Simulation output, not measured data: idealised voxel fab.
Process module heading - voxel quadruple lines
Cross-section cut: width 225 nm, square cells of 5 nm.
Square cells in a grid make up a cross-section in this document, and the grid is given as bands, listed from the top down, each one or more rows of cells.
A band entry consists of two parts. The first gives the height of the band's top and the height of its bottom, in nm. The rest lists the band's materials from left to right, each with its width in nm. A single material labelled with the word "full width" fills the band from edge to edge, and the word "empty" marks empty space.
Zero point of the height axis is 0; under it, received wafer = one material. Lowest band: continues down indefinitely, "top 0, no bottom".
A width given as "30..40" starts at the first number in the band's top row and ends at the second number in its bottom row, shifting by an equal amount at every step from row to row.
A step reported as "no change" is a step in which no cell of the cross-section changed.
Enclosed voids (no open way to top), threshold 8 cells or more, entry "closed voids", notation width x height at distance, distance from left edge, nm.
Formally, on a step line, whatever follows the settings is a remark that the simulator itself makes on the step.
overlay nm: how far to the right of its planned place the mask lay on this masked step (negative: to the left).
### Planned step list for the process
1. RECEIVE with material Si
2. CONFORMAL_DEP with material SiO2, thk nm 10
3. DIRECTIONAL_DEP with material TiN, thk nm 10
4. DIRECTIONAL_DEP with material polySi, thk nm 20
5. DIRECTIONAL_DEP with material aC, thk nm 20
6. PATTERN with tone cover, mask id MANDREL, material resist, width nm 30, thk nm 30, overlay nm 0
7. DIRECTIONAL_ETCH with etch materials aC, depth nm 20
8. STRIP with etch materials resist
9. CONFORMAL_DEP with material SiO2, thk nm 10
10. DIRECTIONAL_ETCH with etch materials SiO2, depth nm 10
11. STRIP with etch materials aC
12. DIRECTIONAL_ETCH with etch materials polySi, depth nm 20
13. STRIP with etch materials SiO2
14. CONFORMAL_DEP with material SiN, thk nm 10
15. DIRECTIONAL_ETCH with etch materials SiN, depth nm 10
16. STRIP with etch materials polySi
17. DIRECTIONAL_ETCH with etch materials TiN, depth nm 10
18. STRIP with etch materials SiN
19. FILL_DEP with material lowk, thk nm 10
20. CMP with height nm 20
### As received (post step 1): cross-section
top 0, no bottom: Si full width
closed voids: none
### Cross-sectional result after module completion. Note: starting condition and plan are unchanged from above; one processing mistake was made
top 20, bottom 10: 75 of polySi, 10 of TiN, 10 of polySi, 10 of TiN, 10 of polySi, 10 of TiN, 10 of polySi, 10 of TiN, 80 of polySi
top 10, bottom 0: SiO2 full width
top 0, no bottom: Si full width
closed voids: none
Run error: in deviation from the planned setting, step 19 was conducted as FILL_DEP with material polySi, thk nm 10
